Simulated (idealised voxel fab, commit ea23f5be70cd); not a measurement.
process module | voxel wiring stack
cross-section cut | 280 nm wide | cells 5 nm
A cross-section is a grid of square cells, given in bands from the top down. A band is one or more rows of cells.
Each band's line starts with the height of the band's top and of its bottom, in nm. Then come its materials from left to right, each with its width in nm. One material with "throughout" fills the band from edge to edge. "air" is empty space.
Height 0 is the level under which the wafer as received is all one material. The lowest band goes on downwards, as in "0 down".
A width such as "30 to 40" changes by the same amount from each row of cells to the next, from the band's top row to its bottom row.
"no change" after a step means that no cell of the cross-section changed.
closed voids: empty space of 8 cells or more with no open way to the top, each as width x height at its distance from the left edge, in nm
after a step's settings: what the simulator itself notes on the step
overlay nm, on a step with a mask: how far to the right of its planned place the mask lay; to the left if negative
plan
1 op RECEIVE | material Si
2 op CONFORMAL_DEP | material SiO2 | thk nm 10
3 op CONFORMAL_DEP | material SiN | thk nm 5
4 op DIRECTIONAL_DEP | material lowk | thk nm 15
5 op DIRECTIONAL_DEP | material aC | thk nm 10
6 op PATTERN | tone open | mask id METAL_1 | material resist | width nm 25 | pitch nm 40 | thk nm 30 | overlay nm 0
7 op DIRECTIONAL_ETCH | etch materials aC | depth nm 10
8 op STRIP | etch materials resist
9 op DIRECTIONAL_ETCH | etch materials lowk | depth nm 15
10 op DIRECTIONAL_ETCH | etch materials SiN | depth nm 5
11 op STRIP | etch materials aC
12 op CONFORMAL_DEP | material TiN | thk nm 5
13 op FILL_DEP | material Cu | thk nm 5
14 op CMP | height nm 30
15 op CONFORMAL_DEP | material SiCN | thk nm 5
16 op DIRECTIONAL_DEP | material lowk | thk nm 20
17 op DIRECTIONAL_DEP | material aC | thk nm 15
18 op PATTERN | tone open | mask id PLUG_1 | material resist | width nm 15 | pitch nm 40 | thk nm 35 | overlay nm 0
19 op DIRECTIONAL_ETCH | etch materials aC | depth nm 15
20 op STRIP | etch materials resist
21 op DIRECTIONAL_ETCH | etch materials lowk | depth nm 20
22 op DIRECTIONAL_ETCH | etch materials SiCN | depth nm 5
23 op STRIP | etch materials aC
24 op CONFORMAL_DEP | material TiN | thk nm 5
25 op FILL_DEP | material Ru | thk nm 5
26 op CMP | height nm 55
27 op CONFORMAL_DEP | material SiCN | thk nm 5
28 op DIRECTIONAL_DEP | material lowk | thk nm 25
29 op MASKED_ETCH | tone open | mask id METAL_2 | width nm 25 | pitch nm 40 | etch materials lowk | depth nm 25 | overlay nm 0
30 op MASKED_ETCH | tone open | mask id METAL_2 | width nm 25 | pitch nm 40 | etch materials SiCN | depth nm 5 | overlay nm 0
31 op CONFORMAL_DEP | material TiN | thk nm 5
32 op FILL_DEP | material Cu | thk nm 5
33 op CMP | height nm 85
34 op CONFORMAL_DEP | material SiN | thk nm 5
as received, after step 1
  0 down: Si throughout
  closed voids: none
a wafer at the end: this start, this plan, one mistake
  90 to 85: SiN throughout
  85 to 65: lowk 105 | TiN 5 | Cu 15 | TiN 5 | lowk 15 | TiN 5 | Cu 15 | TiN 5 | lowk 110
  65 to 60: SiCN 105 | TiN 25 | SiCN 15 | TiN 25 | SiCN 110
  60 to 55: TiN 110 | Ru 5 | TiN 35 | Ru 5 | TiN 125
  55 to 35: lowk 105 | TiN 5 | Ru 5 | TiN 5 | lowk 25 | TiN 5 | Ru 5 | TiN 5 | lowk 120
  35 to 30: SiCN 105 | TiN 15 | SiCN 25 | TiN 15 | SiCN 120
  30 to 15: lowk 105 | TiN 5 | Cu 15 | TiN 5 | lowk 15 | TiN 5 | Cu 15 | TiN 5 | lowk 110
  15 to 10: SiN 105 | TiN 25 | SiN 15 | TiN 25 | SiN 110
  10 to 0: SiO2 throughout
  0 down: Si throughout
  closed voids: none
what went wrong: step 26 ran as: op CMP | height nm 60
